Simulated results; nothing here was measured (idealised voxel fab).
process module | voxel wiring stack
cross-section cut | 235 nm wide | cells 5 nm
A cross-section is a grid of square cells, given in bands from the top down. A band is one or more rows of cells.
Each band's line starts with the height of the band's top and of its bottom, in nm. Then come its materials from left to right, each with its width in nm. One material with "throughout" fills the band from edge to edge. "air" is empty space.
Height 0 is the level under which the wafer as received is all one material. The lowest band goes on downwards, as in "0 down".
A width such as "30 to 40" changes by the same amount from each row of cells to the next, from the band's top row to its bottom row.
"no change" after a step means that no cell of the cross-section changed.
closed voids: empty space of 8 cells or more with no open way to the top, each as width x height at its distance from the left edge, in nm
after a step's settings: what the simulator itself notes on the step
overlay nm, on a step with a mask: how far to the right of its planned place the mask lay; to the left if negative
plan
1 op RECEIVE | material Si
2 op CONFORMAL_DEP | material SiO2 | thk nm 15
3 op DIRECTIONAL_DEP | material TiN | thk nm 5
4 op DIRECTIONAL_DEP | material W | thk nm 25
5 op DIRECTIONAL_DEP | material aC | thk nm 15
6 op PATTERN | tone cover | mask id METAL_1 | material resist | width nm 25 | pitch nm 45 | thk nm 35 | overlay nm 0
7 op DIRECTIONAL_ETCH | etch materials aC | depth nm 15
8 op STRIP | etch materials resist
9 op DIRECTIONAL_ETCH | etch materials W | depth nm 25
10 op DIRECTIONAL_ETCH | etch materials TiN | depth nm 5
11 op STRIP | etch materials aC
12 op CONFORMAL_DEP | material SiCN | thk nm 5
13 op FILL_DEP | material lowk | thk nm 10
14 op CMP | height nm 45
15 op CONFORMAL_DEP | material SiCN | thk nm 5
16 op DIRECTIONAL_DEP | material SiO2 | thk nm 30
17 op DIRECTIONAL_DEP | material aC | thk nm 15
18 op PATTERN | tone open | mask id METAL_2 | material resist | width nm 25 | pitch nm 45 | thk nm 35 | overlay nm 0
19 op DIRECTIONAL_ETCH | etch materials aC | depth nm 15
20 op STRIP | etch materials resist
21 op DIRECTIONAL_ETCH | etch materials SiO2 | depth nm 15
22 op STRIP | etch materials aC
23 op MASKED_ETCH | tone open | mask id METAL_2_HOLES | width nm 15 | pitch nm 45 | etch materials SiO2 | depth nm 15 | overlay nm 0
24 op MASKED_ETCH | tone open | mask id METAL_2_HOLES | width nm 15 | pitch nm 45 | etch materials SiCN | depth nm 5 | overlay nm 0
25 op CONFORMAL_DEP | material TiN | thk nm 5
26 op FILL_DEP | material Cu | thk nm 10
27 op CMP | height nm 80
28 op CONFORMAL_DEP | material SiCN | thk nm 5
29 op DIRECTIONAL_DEP | material SiO2 | thk nm 25
30 op PATTERN | tone open | mask id METAL_3 | material resist | width nm 25 | pitch nm 45 | thk nm 15 | overlay nm 0
31 op DIRECTIONAL_ETCH | etch materials SiO2 | depth nm 15
32 op STRIP | etch materials resist
33 op MASKED_ETCH | tone open | mask id METAL_3_HOLES | width nm 15 | pitch nm 90 | etch materials SiO2 | depth nm 10 | overlay nm 0
34 op MASKED_ETCH | tone open | mask id METAL_3_HOLES | width nm 15 | pitch nm 90 | etch materials SiCN | depth nm 5 | overlay nm 0
35 op CONFORMAL_DEP | material TiN | thk nm 5
36 op FILL_DEP | material Cu | thk nm 10
37 op CMP | height nm 110
38 op CONFORMAL_DEP | material SiCN | thk nm 5
first wafer, as planned
as received, after step 1
  0 down: Si throughout
  closed voids: none
after step 2
  15 to 0: SiO2 throughout
  below 0: unchanged
after step 3
  20 to 15: TiN throughout
  below 15: unchanged
after step 4
  45 to 20: W throughout
  below 20: unchanged
after step 5
  60 to 45: aC throughout
  below 45: unchanged
after step 6
  95 to 60: air 60 | resist 25 | air 20 | resist 25 | air 20 | resist 25 | air 60
  below 60: unchanged
after step 7
  80 to 60: air 60 | resist 25 | air 20 | resist 25 | air 20 | resist 25 | air 60
  60 to 45: air 60 | aC 25 | air 20 | aC 25 | air 20 | aC 25 | air 60
  below 45: unchanged
after step 8
  60 to 45: air 60 | aC 25 | air 20 | aC 25 | air 20 | aC 25 | air 60
  below 45: unchanged
after step 9
  60 to 45: air 60 | aC 25 | air 20 | aC 25 | air 20 | aC 25 | air 60
  45 to 20: air 60 | W 25 | air 20 | W 25 | air 20 | W 25 | air 60
  below 20: unchanged
after step 10
  60 to 45: air 60 | aC 25 | air 20 | aC 25 | air 20 | aC 25 | air 60
  45 to 20: air 60 | W 25 | air 20 | W 25 | air 20 | W 25 | air 60
  20 to 15: air 60 | TiN 25 | air 20 | TiN 25 | air 20 | TiN 25 | air 60
  below 15: unchanged
after step 11
  45 to 20: air 60 | W 25 | air 20 | W 25 | air 20 | W 25 | air 60
  below 20: unchanged
after step 12
  50 to 45: air 55 | SiCN 35 | air 10 | SiCN 35 | air 10 | SiCN 35 | air 55
  45 to 20: air 55 | SiCN 5 | W 25 | SiCN 5 | air 10 | SiCN 5 | W 25 | SiCN 5 | air 10 | SiCN 5 | W 25 | SiCN 5 | air 55
  20 to 15: SiCN 60 | TiN 25 | SiCN 20 | TiN 25 | SiCN 20 | TiN 25 | SiCN 60
  below 15: unchanged
after step 13
  60 to 50: lowk throughout
  50 to 45: lowk 55 | SiCN 35 | lowk 10 | SiCN 35 | lowk 10 | SiCN 35 | lowk 55
  45 to 20: lowk 55 | SiCN 5 | W 25 | SiCN 5 | lowk 10 | SiCN 5 | W 25 | SiCN 5 | lowk 10 | SiCN 5 | W 25 | SiCN 5 | lowk 55
  below 20: unchanged
after step 14
  45 to 20: lowk 55 | SiCN 5 | W 25 | SiCN 5 | lowk 10 | SiCN 5 | W 25 | SiCN 5 | lowk 10 | SiCN 5 | W 25 | SiCN 5 | lowk 55
  below 20: unchanged
after step 15
  50 to 45: SiCN throughout
  below 45: unchanged
after step 16
  80 to 50: SiO2 throughout
  below 50: unchanged
after step 17
  95 to 80: aC throughout
  below 80: unchanged
after step 18
  130 to 95: resist 60 | air 25 | resist 20 | air 25 | resist 20 | air 25 | resist 60
  below 95: unchanged
after step 19
  115 to 95: resist 60 | air 25 | resist 20 | air 25 | resist 20 | air 25 | resist 60
  95 to 80: aC 60 | air 25 | aC 20 | air 25 | aC 20 | air 25 | aC 60
  below 80: unchanged
after step 20
  95 to 80: aC 60 | air 25 | aC 20 | air 25 | aC 20 | air 25 | aC 60
  below 80: unchanged
after step 21
  95 to 80: aC 60 | air 25 | aC 20 | air 25 | aC 20 | air 25 | aC 60
  80 to 65: SiO2 60 | air 25 | SiO2 20 | air 25 | SiO2 20 | air 25 | SiO2 60
  below 65: unchanged
after step 22
  80 to 65: SiO2 60 | air 25 | SiO2 20 | air 25 | SiO2 20 | air 25 | SiO2 60
  below 65: unchanged
after step 23
  80 to 65: SiO2 60 | air 25 | SiO2 20 | air 25 | SiO2 20 | air 25 | SiO2 60
  65 to 50: SiO2 60 | air 15 | SiO2 30 | air 15 | SiO2 30 | air 15 | SiO2 70
  below 50: unchanged
after step 24
  80 to 65: SiO2 60 | air 25 | SiO2 20 | air 25 | SiO2 20 | air 25 | SiO2 60
  65 to 50: SiO2 60 | air 15 | SiO2 30 | air 15 | SiO2 30 | air 15 | SiO2 70
  50 to 45: SiCN 60 | air 15 | SiCN 30 | air 15 | SiCN 30 | air 15 | SiCN 70
  below 45: unchanged
after step 25
  85 to 80: TiN 65 | air 15 | TiN 30 | air 15 | TiN 30 | air 15 | TiN 65
  80 to 70: SiO2 60 | TiN 5 | air 15 | TiN 5 | SiO2 20 | TiN 5 | air 15 | TiN 5 | SiO2 20 | TiN 5 | air 15 | TiN 5 | SiO2 60
  70 to 65: SiO2 60 | TiN 5 | air 5 | TiN 15 | SiO2 20 | TiN 5 | air 5 | TiN 15 | SiO2 20 | TiN 5 | air 5 | TiN 15 | SiO2 60
  65 to 50: SiO2 60 | TiN 5 | air 5 | TiN 5 | SiO2 30 | TiN 5 | air 5 | TiN 5 | SiO2 30 | TiN 5 | air 5 | TiN 5 | SiO2 70
  50 to 45: SiCN 60 | TiN 15 | SiCN 30 | TiN 15 | SiCN 30 | TiN 15 | SiCN 70
  below 45: unchanged
after step 26
  95 to 85: Cu throughout
  85 to 80: TiN 65 | Cu 15 | TiN 30 | Cu 15 | TiN 30 | Cu 15 | TiN 65
  80 to 70: SiO2 60 | TiN 5 | Cu 15 | TiN 5 | SiO2 20 | TiN 5 | Cu 15 | TiN 5 | SiO2 20 | TiN 5 | Cu 15 | TiN 5 | SiO2 60
  70 to 65: SiO2 60 | TiN 5 | Cu 5 | TiN 15 | SiO2 20 | TiN 5 | Cu 5 | TiN 15 | SiO2 20 | TiN 5 | Cu 5 | TiN 15 | SiO2 60
  65 to 50: SiO2 60 | TiN 5 | Cu 5 | TiN 5 | SiO2 30 | TiN 5 | Cu 5 | TiN 5 | SiO2 30 | TiN 5 | Cu 5 | TiN 5 | SiO2 70
  below 50: unchanged
after step 27
  80 to 70: SiO2 60 | TiN 5 | Cu 15 | TiN 5 | SiO2 20 | TiN 5 | Cu 15 | TiN 5 | SiO2 20 | TiN 5 | Cu 15 | TiN 5 | SiO2 60
  below 70: unchanged
after step 28
  85 to 80: SiCN throughout
  below 80: unchanged
after step 29
  110 to 85: SiO2 throughout
  below 85: unchanged
after step 30
  125 to 110: resist 60 | air 25 | resist 20 | air 25 | resist 20 | air 25 | resist 60
  below 110: unchanged
after step 31
  125 to 110: resist 60 | air 25 | resist 20 | air 25 | resist 20 | air 25 | resist 60
  110 to 95: SiO2 60 | air 25 | SiO2 20 | air 25 | SiO2 20 | air 25 | SiO2 60
  below 95: unchanged
after step 32
  110 to 95: SiO2 60 | air 25 | SiO2 20 | air 25 | SiO2 20 | air 25 | SiO2 60
  below 95: unchanged
after step 33
  110 to 95: SiO2 60 | air 25 | SiO2 20 | air 25 | SiO2 20 | air 25 | SiO2 60
  95 to 85: SiO2 60 | air 15 | SiO2 75 | air 15 | SiO2 70
  below 85: unchanged
after step 34
  110 to 95: SiO2 60 | air 25 | SiO2 20 | air 25 | SiO2 20 | air 25 | SiO2 60
  95 to 85: SiO2 60 | air 15 | SiO2 75 | air 15 | SiO2 70
  85 to 80: SiCN 60 | air 15 | SiCN 75 | air 15 | SiCN 70
  below 80: unchanged
after step 35
  115 to 110: TiN 65 | air 15 | TiN 30 | air 15 | TiN 30 | air 15 | TiN 65
  110 to 100: SiO2 60 | TiN 5 | air 15 | TiN 5 | SiO2 20 | TiN 5 | air 15 | TiN 5 | SiO2 20 | TiN 5 | air 15 | TiN 5 | SiO2 60
  100 to 95: SiO2 60 | TiN 5 | air 5 | TiN 15 | SiO2 20 | TiN 25 | SiO2 20 | TiN 5 | air 5 | TiN 15 | SiO2 60
  95 to 85: SiO2 60 | TiN 5 | air 5 | TiN 5 | SiO2 75 | TiN 5 | air 5 | TiN 5 | SiO2 70
  85 to 80: SiCN 60 | TiN 15 | SiCN 75 | TiN 15 | SiCN 70
  below 80: unchanged
after step 36
  125 to 115: Cu throughout
  115 to 110: TiN 65 | Cu 15 | TiN 30 | Cu 15 | TiN 30 | Cu 15 | TiN 65
  110 to 100: SiO2 60 | TiN 5 | Cu 15 | TiN 5 | SiO2 20 | TiN 5 | Cu 15 | TiN 5 | SiO2 20 | TiN 5 | Cu 15 | TiN 5 | SiO2 60
  100 to 95: SiO2 60 | TiN 5 | Cu 5 | TiN 15 | SiO2 20 | TiN 25 | SiO2 20 | TiN 5 | Cu 5 | TiN 15 | SiO2 60
  95 to 85: SiO2 60 | TiN 5 | Cu 5 | TiN 5 | SiO2 75 | TiN 5 | Cu 5 | TiN 5 | SiO2 70
  below 85: unchanged
after step 37
  110 to 100: SiO2 60 | TiN 5 | Cu 15 | TiN 5 | SiO2 20 | TiN 5 | Cu 15 | TiN 5 | SiO2 20 | TiN 5 | Cu 15 | TiN 5 | SiO2 60
  below 100: unchanged
after step 38
  115 to 110: SiCN throughout
  below 110: unchanged
second wafer: like start, like plan, one mistake. Through step 27 it matches the first wafer
when step 28 should have ended
  85 to 80: TiN throughout
  below 80: unchanged
when step 29 should have ended
  110 to 85: SiO2 throughout
  below 85: unchanged
when step 30 should have ended
  125 to 110: resist 60 | air 25 | resist 20 | air 25 | resist 20 | air 25 | resist 60
  below 110: unchanged
when step 31 should have ended
  125 to 110: resist 60 | air 25 | resist 20 | air 25 | resist 20 | air 25 | resist 60
  110 to 95: SiO2 60 | air 25 | SiO2 20 | air 25 | SiO2 20 | air 25 | SiO2 60
  below 95: unchanged
when step 32 should have ended
  110 to 95: SiO2 60 | air 25 | SiO2 20 | air 25 | SiO2 20 | air 25 | SiO2 60
  below 95: unchanged
when step 33 should have ended
  110 to 95: SiO2 60 | air 25 | SiO2 20 | air 25 | SiO2 20 | air 25 | SiO2 60
  95 to 85: SiO2 60 | air 15 | SiO2 75 | air 15 | SiO2 70
  below 85: unchanged
when step 34 should have ended: no change
when step 35 should have ended
  115 to 110: TiN 65 | air 15 | TiN 30 | air 15 | TiN 30 | air 15 | TiN 65
  110 to 100: SiO2 60 | TiN 5 | air 15 | TiN 5 | SiO2 20 | TiN 5 | air 15 | TiN 5 | SiO2 20 | TiN 5 | air 15 | TiN 5 | SiO2 60
  100 to 95: SiO2 60 | TiN 5 | air 5 | TiN 15 | SiO2 20 | TiN 25 | SiO2 20 | TiN 5 | air 5 | TiN 15 | SiO2 60
  95 to 90: SiO2 60 | TiN 5 | air 5 | TiN 5 | SiO2 75 | TiN 5 | air 5 | TiN 5 | SiO2 70
  90 to 85: SiO2 60 | TiN 15 | SiO2 75 | TiN 15 | SiO2 70
  below 85: unchanged
when step 36 should have ended
  125 to 115: Cu throughout
  115 to 110: TiN 65 | Cu 15 | TiN 30 | Cu 15 | TiN 30 | Cu 15 | TiN 65
  110 to 100: SiO2 60 | TiN 5 | Cu 15 | TiN 5 | SiO2 20 | TiN 5 | Cu 15 | TiN 5 | SiO2 20 | TiN 5 | Cu 15 | TiN 5 | SiO2 60
  100 to 95: SiO2 60 | TiN 5 | Cu 5 | TiN 15 | SiO2 20 | TiN 25 | SiO2 20 | TiN 5 | Cu 5 | TiN 15 | SiO2 60
  95 to 90: SiO2 60 | TiN 5 | Cu 5 | TiN 5 | SiO2 75 | TiN 5 | Cu 5 | TiN 5 | SiO2 70
  below 90: unchanged
when step 37 should have ended
  110 to 100: SiO2 60 | TiN 5 | Cu 15 | TiN 5 | SiO2 20 | TiN 5 | Cu 15 | TiN 5 | SiO2 20 | TiN 5 | Cu 15 | TiN 5 | SiO2 60
  below 100: unchanged
when step 38 should have ended
  115 to 110: SiCN throughout
  below 110: unchanged
what went wrong: step 28 ran as: op CONFORMAL_DEP | material TiN | thk nm 5
at the end the second wafer has, in cells: 2 fewer of Cu | 41 fewer of SiCN | 43 more of TiN
